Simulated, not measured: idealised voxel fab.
process module | voxel lift off
cross-section cut | 275 nm wide | cells 5 nm
A cross-section is a grid of square cells, given in bands from the top down. A band is one or more rows of cells.
Each band's line starts with the height of the band's top and of its bottom, in nm. Then come its materials from left to right, each with its width in nm. One material with "throughout" fills the band from edge to edge. "air" is empty space.
Height 0 is the level under which the wafer as received is all one material. The lowest band goes on downwards, as in "0 down".
A width such as "30 to 40" changes by the same amount from each row of cells to the next, from the band's top row to its bottom row.
"no change" after a step means that no cell of the cross-section changed.
closed voids: empty space of 8 cells or more with no open way to the top, each as width x height at its distance from the left edge, in nm
after a step's settings: what the simulator itself notes on the step
overlay nm, on a step with a mask: how far to the right of its planned place the mask lay; to the left if negative
plan
1 op RECEIVE | material Si
2 op CONFORMAL_DEP | material SiO2 | thk nm 15
3 op PATTERN | tone open | mask id LINES | material resist | width nm 30 | pitch nm 60 | thk nm 20 | overlay nm 0
4 op DIRECTIONAL_DEP | material Ru | thk nm 5
5 op STRIP | etch materials resist
6 op CONFORMAL_DEP | material SiCN | thk nm 5
first wafer, as planned
as received, after step 1
  0 down: Si throughout
  closed voids: none
after step 2
  15 to 0: SiO2 throughout
  below 0: unchanged
after step 3
  35 to 15: resist 90 | air 30 | resist 30 | air 30 | resist 95
  below 15: unchanged
after step 4
  40 to 35: Ru 90 | air 30 | Ru 30 | air 30 | Ru 95
  35 to 20: resist 90 | air 30 | resist 30 | air 30 | resist 95
  20 to 15: resist 90 | Ru 30 | resist 30 | Ru 30 | resist 95
  below 15: unchanged
after step 5
  20 to 15: air 90 | Ru 30 | air 30 | Ru 30 | air 95
  below 15: unchanged
after step 6
  25 to 20: air 85 | SiCN 40 | air 20 | SiCN 40 | air 90
  20 to 15: SiCN 90 | Ru 30 | SiCN 30 | Ru 30 | SiCN 95
  below 15: unchanged
second wafer: like start, like plan, one mistake. Through step 1 it matches the first wafer
when step 2 should have ended
  15 to 0: Ru throughout
  below 0: unchanged
when step 3 should have ended
  35 to 15: resist 90 | air 30 | resist 30 | air 30 | resist 95
  below 15: unchanged
when step 4 should have ended
  40 to 35: Ru 90 | air 30 | Ru 30 | air 30 | Ru 95
  35 to 20: resist 90 | air 30 | resist 30 | air 30 | resist 95
  20 to 15: resist 90 | Ru 30 | resist 30 | Ru 30 | resist 95
  below 15: unchanged
when step 5 should have ended
  20 to 15: air 90 | Ru 30 | air 30 | Ru 30 | air 95
  below 15: unchanged
when step 6 should have ended
  25 to 20: air 85 | SiCN 40 | air 20 | SiCN 40 | air 90
  20 to 15: SiCN 90 | Ru 30 | SiCN 30 | Ru 30 | SiCN 95
  below 15: unchanged
what went wrong: step 2 ran as: op CONFORMAL_DEP | material Ru | thk nm 15
at the end the second wafer has, in cells: 165 more of Ru | 165 fewer of SiO2
